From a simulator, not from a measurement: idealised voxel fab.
The following is a process module called voxel air gaps.
Pictured: cross-section cut, 175 nm wide, on a grid of 5 nm square cells.
Cross-section layout: square cells on a grid; listed as bands, top to bottom; a band spans one or more cell rows. Band: top height; bottom height; in nm. Then, left to right: material with width in nm, for each material. "full width": a single material spanning edge to edge. "empty": empty space. Heights are measured from 0, the level below which the as-received wafer is all one material; the lowest band has no bottom and continues downward, written as in "from 0 down". With a width like "30..40", each row of cells in the band differs from the next by the same amount, the top row carrying the first number and the bottom row the second. "no alteration", as given for a step, is the statement that not any cell of the cross-section underwent a change during that step. If an empty space has no open way to the top and is at least 8 cells in size, "Enclosed void list" lists it, written width x height at distance, where distance is measured from the left edge and every value is in nm. Formally, on a step line, whatever follows the settings is a remark that the simulator itself makes on the step. For masked steps, "overlay nm" on the step line gives how far right of plan the mask actually lay; a minus sign means it lay to the left.
**Listed below are the process steps as planned**
1,RECEIVE, material Si
2,CONFORMAL_DEP, material SiO2, thk nm 15
3,CONFORMAL_DEP, material SiN, thk nm 5
4,DIRECTIONAL_DEP, material SiO2, thk nm 35
5,MASKED_ETCH, tone open, mask id LINES, width nm 15, pitch nm 40, etch materials SiO2, depth nm 35, overlay nm 0
6,CONFORMAL_DEP, material TiN, thk nm 5
7,FILL_DEP, material Cu, thk nm 10
8,CMP, height nm 55
9,EPI, material Ru, thk nm 10
10,SELECTIVE_ETCH, etch materials SiO2, depth nm 45
11,CONFORMAL_DEP, material SiCN, thk nm 5
Variable across wafers: step 11 thk nm (plan value is that of the first wafer; starting state common to all).
**Cross-section of the first of several received wafers, showing its state after step 1**
> from 0 down  Si full width
> Enclosed void list: none
**Note: the following table is arranged by wafer, a row apiece. Each row reports the end-of-module state: per material, cells gained (+) or cells lost (-) compared with the wafer as received; closed voids follow**
thk nm 5; +24 Cu; +56 Ru; +127 SiCN; +35 SiN; +105 SiO2; +60 TiN; Enclosed void list: 15 x 25 at 40; 15 x 25 at 80; 15 x 25 at 120
thk nm 10; +24 Cu; +56 Ru; +188 SiCN; +35 SiN; +105 SiO2; +60 TiN; Enclosed void list: 15 x 25 at 40; 15 x 25 at 80; 15 x 25 at 120
thk nm 15; +24 Cu; +56 Ru; +223 SiCN; +35 SiN; +105 SiO2; +60 TiN; Enclosed void list: 15 x 25 at 40; 15 x 25 at 80; 15 x 25 at 120
thk nm 20; +24 Cu; +56 Ru; +258 SiCN; +35 SiN; +105 SiO2; +60 TiN; Enclosed void list: 15 x 25 at 40; 15 x 25 at 80; 15 x 25 at 120
